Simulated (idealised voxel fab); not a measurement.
The following process module bears the name voxel local oxidation.
Square cell edge 5 nm, section width 260 nm, ID cut.
Think of the cross-section as a grid of square cells. We describe it in bands, top to bottom, and each band covers one or more rows of those cells.
Look at the band entry: it leads with the top's height and the bottom's height in nm. Then it lists the materials left to right, with a width in nm for each. The word "all across" on a single material says that material fills the band edge to edge. The word "air" is empty space.
We count height from 0. Below that, the starting wafer is all one material. The lowest band never ends at the bottom but goes on down; see "0 -> down" for how that is written.
The notation "30..40" denotes a width that varies across the rows of cells in the band, beginning at the first number in the top row, finishing at the second number in the bottom row, and changing by an identical amount from each row to the next.
No cell of the cross-section changed in a step that is given as "no modifications".
In "Sealed void list" the enclosed voids are listed, meaning empty spaces of 8 cells or larger without any opening to the top. The form is width x height at distance, distance from the left edge, units nm.
What comes after the settings on a step's line is commentary from the simulator itself on that step.
Among the settings permitted on a step's line is "overlay nm"; applied to a step with a mask, it specifies the extent to which the mask lay to the right of its planned position, whereas a negative figure signifies a position to the left.
Intended process steps
1,RECEIVE with material Si
2,CONFORMAL_DEP with material SiO2, thk nm 5
3,CONFORMAL_DEP with material SiN, thk nm 10
4,PATTERN with tone cover, mask id ACTIVE, material resist, width nm 105, pitch nm 125, thk nm 20, overlay nm 0
5,DIRECTIONAL_ETCH with etch materials SiN, depth nm 10
6,STRIP with etch materials resist
7,SELECTIVE_ETCH with etch materials SiO2, depth nm 5
8,OXIDIZE with depth nm 15
9,STRIP with etch materials SiN
Cross-section of the incoming wafer, state after step 1
	0 -> down = Si all across
	Sealed void list: none
Post-module cross-section of the first of two wafers (run per plan)
	5 -> 0 = air (20); SiO2 (95); air (30); SiO2 (95); air (20)
	0 -> -15 = SiO2 (35); Si (65); SiO2 (60); Si (65); SiO2 (35)
	-15 -> down = Si all across
	Sealed void list: none
The second wafer, shown in cross-section after the module: started the same way as the first and given the same plan, yet one mistake crept into how it was run
	0 -> -15 = air (35); Si (65); air (60); Si (65); air (35)
	-15 -> down = Si all across
	Sealed void list: none
Diagnosis: step 9 off recipe, ran as STRIP with etch materials SiO2
Count the cells at the end and the second wafer has more or fewer of some materials than the first: SiO2: 116 fewer
